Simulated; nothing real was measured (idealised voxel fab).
Process module in this document: voxel wiring stack
The cross-section on display is named cut; it measures 260 nm wide, and its cells are 5 nm squares.
A cross-section is a grid of square cells, given in bands from the top down. A band is one or more rows of cells. Read a band's entry like this: the first values are the height of its top and the height of its bottom in nm, and what follows is the sequence of materials from left to right, each with its width in nm. Note that "air" is empty space, and that a single material marked "full width" reaches across the band from edge to edge. Below 0: as-received wafer, all one material; heights counted from there. Lowest band: no bottom, goes on down, written "0 and below". The notation "30->40" denotes a width that varies across the rows of cells in the band, beginning at the first number in the top row, finishing at the second number in the bottom row, and changing by an identical amount from each row to the next. Basically "no modification" means that step didn't change any cell in the cross-section. Closed-off voids of 8+ cells (no open route to the top) go in "Sealed internal voids", written width x height at distance from the left edge, in nm. Post-settings text on a step line: simulator's own remark regarding the step. A step's line can hold "overlay nm"; with a mask on that step, the setting says how far right of the planned place the mask lay, while a negative setting says it lay to the left.
[Process steps foreseen in the plan]
1 RECEIVE with material Si
2 CONFORMAL_DEP with material SiO2, thk nm 10
3 DIRECTIONAL_DEP with material TiN, thk nm 5
4 DIRECTIONAL_DEP with material W, thk nm 25
5 MASKED_ETCH with tone cover, mask id METAL_1, width nm 25, pitch nm 40, etch materials W, depth nm 25, overlay nm 0
6 MASKED_ETCH with tone cover, mask id METAL_1, width nm 25, pitch nm 40, etch materials TiN, depth nm 5, overlay nm 0
7 FILL_DEP with material lowk, thk nm 5
8 CMP with height nm 40
9 CONFORMAL_DEP with material SiCN, thk nm 5
10 DIRECTIONAL_DEP with material SiO2, thk nm 10
11 PATTERN with tone open, mask id PLUG_1, material resist, width nm 15, pitch nm 40, thk nm 15, overlay nm 0
12 DIRECTIONAL_ETCH with etch materials SiO2, depth nm 10
13 DIRECTIONAL_ETCH with etch materials SiCN, depth nm 5
14 STRIP with etch materials resist
15 CONFORMAL_DEP with material TiN, thk nm 5
16 FILL_DEP with material Ru, thk nm 10
17 CMP with height nm 55
18 DIRECTIONAL_DEP with material TiN, thk nm 5
19 DIRECTIONAL_DEP with material Ru, thk nm 25
20 DIRECTIONAL_DEP with material aC, thk nm 15
21 PATTERN with tone cover, mask id METAL_2, material resist, width nm 25, pitch nm 40, thk nm 35, overlay nm 0
22 DIRECTIONAL_ETCH with etch materials aC, depth nm 15
23 STRIP with etch materials resist
24 DIRECTIONAL_ETCH with etch materials Ru, depth nm 25
25 DIRECTIONAL_ETCH with etch materials TiN, depth nm 5
26 STRIP with etch materials aC
27 CONFORMAL_DEP with material SiCN, thk nm 5
28 FILL_DEP with material SiO2, thk nm 5
29 CMP with height nm 85
30 CONFORMAL_DEP with material SiCN, thk nm 5
31 DIRECTIONAL_DEP with material lowk, thk nm 20
32 PATTERN with tone open, mask id PLUG_2, material resist, width nm 15, pitch nm 80, thk nm 20, overlay nm 0
33 DIRECTIONAL_ETCH with etch materials lowk, depth nm 20
34 DIRECTIONAL_ETCH with etch materials SiCN, depth nm 5
35 STRIP with etch materials resist
36 CONFORMAL_DEP with material TiN, thk nm 5
37 FILL_DEP with material Ru, thk nm 5
38 CMP with height nm 110
39 CONFORMAL_DEP with material SiN, thk nm 5
40 DIRECTIONAL_DEP with material SiO2, thk nm 15
41 MASKED_ETCH with tone open, mask id METAL_3, width nm 25, pitch nm 40, etch materials SiO2, depth nm 15, overlay nm 0
42 MASKED_ETCH with tone open, mask id METAL_3, width nm 25, pitch nm 40, etch materials SiN, depth nm 5, overlay nm 0
43 CONFORMAL_DEP with material TiN, thk nm 5
44 FILL_DEP with material Cu, thk nm 5
45 CMP with height nm 130
46 CONFORMAL_DEP with material SiCN, thk nm 5
[The cross-section here shows the wafer as received, i.e. in its state after step 1]
    0 and below = Si full width
    Sealed internal voids: none
[The first of two wafers, cross-sectioned at the end of the module, with the run proceeding as planned]
    135 down to 130 = SiCN full width
    130 down to 115 = SiO2: 55, TiN: 5, Cu: 15, TiN: 5, SiO2: 15, TiN: 5, Cu: 15, TiN: 5, SiO2: 15, TiN: 5, Cu: 15, TiN: 5, SiO2: 15, TiN: 5, Cu: 15, TiN: 5, SiO2: 60
    115 down to 110 = SiN: 55, TiN: 25, SiN: 15, TiN: 25, SiN: 15, TiN: 25, SiN: 15, TiN: 25, SiN: 60
    110 down to 90 = lowk: 55, TiN: 5, Ru: 5, TiN: 5, lowk: 65, TiN: 5, Ru: 5, TiN: 5, lowk: 110
    90 down to 85 = SiCN: 55, TiN: 15, SiCN: 65, TiN: 15, SiCN: 110
    85 down to 60 = SiO2: 50, SiCN: 5, Ru: 25, SiCN: 5, SiO2: 5, SiCN: 5, Ru: 25, SiCN: 5, SiO2: 5, SiCN: 5, Ru: 25, SiCN: 5, SiO2: 5, SiCN: 5, Ru: 25, SiCN: 5, SiO2: 55
    60 down to 55 = SiCN: 55, TiN: 25, SiCN: 15, TiN: 25, SiCN: 15, TiN: 25, SiCN: 15, TiN: 25, SiCN: 60
    55 down to 45 = SiO2: 55, TiN: 5, Ru: 5, TiN: 5, SiO2: 25, TiN: 5, Ru: 5, TiN: 5, SiO2: 25, TiN: 5, Ru: 5, TiN: 5, SiO2: 25, TiN: 5, Ru: 5, TiN: 5, SiO2: 70
    45 down to 40 = SiCN: 55, TiN: 15, SiCN: 25, TiN: 15, SiCN: 25, TiN: 15, SiCN: 25, TiN: 15, SiCN: 70
    40 down to 15 = lowk: 55, W: 25, lowk: 15, W: 25, lowk: 15, W: 25, lowk: 15, W: 25, lowk: 60
    15 down to 10 = lowk: 55, TiN: 25, lowk: 15, TiN: 25, lowk: 15, TiN: 25, lowk: 15, TiN: 25, lowk: 60
    10 down to 0 = SiO2 full width
    0 and below = Si full width
    Sealed internal voids: none
[Second of two wafers, module complete, sectioned: it shares the first wafer's start and plan but was run with one mistake]
    135 down to 130 = SiCN full width
    130 down to 115 = SiO2: 55, TiN: 5, Cu: 15, TiN: 5, SiO2: 15, TiN: 5, Cu: 15, TiN: 5, SiO2: 15, TiN: 5, Cu: 15, TiN: 5, SiO2: 15, TiN: 5, Cu: 15, TiN: 5, SiO2: 60
    115 down to 110 = SiN: 55, TiN: 25, SiN: 15, TiN: 25, SiN: 15, TiN: 25, SiN: 15, TiN: 25, SiN: 60
    110 down to 90 = lowk: 55, TiN: 5, Ru: 5, TiN: 5, lowk: 65, TiN: 5, Ru: 5, TiN: 5, lowk: 110
    90 down to 85 = SiCN: 55, TiN: 15, SiCN: 65, TiN: 15, SiCN: 110
    85 down to 75 = SiO2: 50, SiCN: 5, Ru: 25, SiCN: 5, SiO2: 5, SiCN: 5, Ru: 25, SiCN: 5, SiO2: 5, SiCN: 5, Ru: 25, SiCN: 5, SiO2: 5, SiCN: 5, Ru: 25, SiCN: 5, SiO2: 55
    75 down to 70 = SiCN: 55, TiN: 25, SiCN: 15, TiN: 25, SiCN: 15, TiN: 25, SiCN: 15, TiN: 25, SiCN: 60
    70 down to 60 = Ru full width
    60 down to 55 = TiN: 60, Ru: 5, TiN: 35, Ru: 5, TiN: 35, Ru: 5, TiN: 35, Ru: 5, TiN: 75
    55 down to 45 = SiO2: 55, TiN: 5, Ru: 5, TiN: 5, SiO2: 25, TiN: 5, Ru: 5, TiN: 5, SiO2: 25, TiN: 5, Ru: 5, TiN: 5, SiO2: 25, TiN: 5, Ru: 5, TiN: 5, SiO2: 70
    45 down to 40 = SiCN: 55, TiN: 15, SiCN: 25, TiN: 15, SiCN: 25, TiN: 15, SiCN: 25, TiN: 15, SiCN: 70
    40 down to 15 = lowk: 55, W: 25, lowk: 15, W: 25, lowk: 15, W: 25, lowk: 15, W: 25, lowk: 60
    15 down to 10 = lowk: 55, TiN: 25, lowk: 15, TiN: 25, lowk: 15, TiN: 25, lowk: 15, TiN: 25, lowk: 60
    10 down to 0 = SiO2 full width
    0 and below = Si full width
    Sealed internal voids: none
What went wrong in running the wafer? heads up, step 17 of the plan was skipped and never actually ran
Final wafer comparison in cells, second versus first, more or fewer per material: 48 more of Ru, 24 fewer of SiCN, 72 fewer of SiO2, 48 more of TiN
